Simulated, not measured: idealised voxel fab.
The following process module bears the name voxel wiring stack.
The cross-section on display is named cut; it measures 145 nm wide, and its cells are 5 nm squares.
We lay out every cross-section as a grid of square cells and spell it out in bands from the top down, where one band means one or more rows of cells. Basically the band line says how high the top is and how high the bottom is, in nm, and then what's in it from left to right, every material with its width in nm. Empty space shows up as "empty", and if a single material carries "edge to edge" it runs the full band edge to edge. Zero point of the height axis is 0; under it, received wafer = one material. Lowest band: continues down indefinitely, "z 0 and below". Think of "30 to 40" as a width that walks from the first number to the second as you go down the band, top row to bottom row, taking equal-sized steps from row to row. What does "left unchanged" mean for a step? It means no cell of the cross-section changed in that step. This entry, "Voids, fully enclosed", enumerates those empty regions of no fewer than 8 cells that possess no open connection to the top. Each region is reported in the form width x height at distance, the distance being taken from the left edge, with all three quantities expressed in nm. Formally, on a step line, whatever follows the settings is a remark that the simulator itself makes on the step. If you see "overlay nm" on a step's line and that step has a mask, it's telling you how far right of where it was planned the mask ended up; a negative number means it went left instead.
So here's the lineup of process steps we planned:
1. RECEIVE: material Si
2. CONFORMAL_DEP: material SiO2, thk nm 10
3. DIRECTIONAL_DEP: material TiN, thk nm 5
4. DIRECTIONAL_DEP: material W, thk nm 15
5. DIRECTIONAL_DEP: material aC, thk nm 15
6. PATTERN: tone cover, mask id METAL_1, material resist, width nm 25, pitch nm 55, thk nm 30, overlay nm 0
7. DIRECTIONAL_ETCH: etch materials aC, depth nm 15
8. STRIP: etch materials resist
9. DIRECTIONAL_ETCH: etch materials W, depth nm 15
10. DIRECTIONAL_ETCH: etch materials TiN, depth nm 5
11. STRIP: etch materials aC
12. CONFORMAL_DEP: material SiCN, thk nm 5
13. FILL_DEP: material SiO2, thk nm 5
14. CMP: height nm 30
15. CONFORMAL_DEP: material SiCN, thk nm 5
16. DIRECTIONAL_DEP: material SiO2, thk nm 35
17. MASKED_ETCH: tone open, mask id METAL_2_HOLES, width nm 15, etch materials SiO2, depth nm 35, overlay nm 0
18. PATTERN: tone open, mask id METAL_2, material resist, width nm 25, pitch nm 55, thk nm 20, overlay nm 0
19. DIRECTIONAL_ETCH: etch materials SiO2, depth nm 20
20. DIRECTIONAL_ETCH: etch materials SiCN, depth nm 5
21. STRIP: etch materials resist
22. CONFORMAL_DEP: material TiN, thk nm 5
23. FILL_DEP: material Ru, thk nm 10
24. CMP: height nm 70
25. CONFORMAL_DEP: material SiCN, thk nm 5
26. DIRECTIONAL_DEP: material SiO2, thk nm 20
27. DIRECTIONAL_DEP: material aC, thk nm 10
28. PATTERN: tone open, mask id PLUG_2, material resist, width nm 15, thk nm 25, overlay nm 0
29. DIRECTIONAL_ETCH: etch materials aC, depth nm 10
30. STRIP: etch materials resist
31. DIRECTIONAL_ETCH: etch materials SiO2, depth nm 20
32. DIRECTIONAL_ETCH: etch materials SiCN, depth nm 5
33. STRIP: etch materials aC
34. EPI: material Ru, thk nm 10
35. EPI: material Ru, thk nm 10
36. EPI: material Ru, thk nm 5
37. DIRECTIONAL_DEP: material TiN, thk nm 5
38. DIRECTIONAL_DEP: material Ru, thk nm 15
39. PATTERN: tone cover, mask id METAL_3, material resist, width nm 25, pitch nm 55, thk nm 15, overlay nm 0
40. DIRECTIONAL_ETCH: etch materials Ru, depth nm 15
41. DIRECTIONAL_ETCH: etch materials TiN, depth nm 5
42. STRIP: etch materials resist
43. FILL_DEP: material SiO2, thk nm 10
44. CMP: height nm 115
45. CONFORMAL_DEP: material SiN, thk nm 5
Delivered wafer in cross-section: state after step 1:
  z 0 and below  Si edge to edge
  Voids, fully enclosed: none
End-of-module cross-section. Starting structure and process plan as above; one mistake made in running it:
  z 120 to 115  SiN edge to edge
  z 115 to 100  SiO2=30  Ru=25  SiO2=30  Ru=25  SiO2=35
  z 100 to 95  SiO2=30  TiN=25  SiO2=30  TiN=25  SiO2=35
  z 95 to 75  SiO2=30  Ru=15  SiO2=100
  z 75 to 70  SiCN=30  Ru=15  SiCN=100
  z 70 to 55  SiO2=30  TiN=5  Ru=15  TiN=5  SiO2=30  TiN=5  Ru=15  TiN=5  SiO2=35
  z 55 to 50  SiO2=30  TiN=5  Ru=5  TiN=15  SiO2=30  TiN=25  SiO2=35
  z 50 to 35  SiO2=30  TiN=5  Ru=5  TiN=5  SiO2=100
  z 35 to 30  SiCN=30  TiN=15  SiCN=100
  z 30 to 15  SiO2=35  SiCN=5  W=25  SiCN=5  SiO2=20  SiCN=5  W=25  SiCN=5  SiO2=20
  z 15 to 10  SiCN=40  TiN=25  SiCN=30  TiN=25  SiCN=25
  z 10 to 0  SiO2 edge to edge
  z 0 and below  Si edge to edge
  Voids, fully enclosed: none
Want to know what went wrong? step 6 did not use the planned setting and instead ran as PATTERN: tone cover, mask id METAL_1, material resist, width nm 25, pitch nm 55, thk nm 30, overlay nm 10
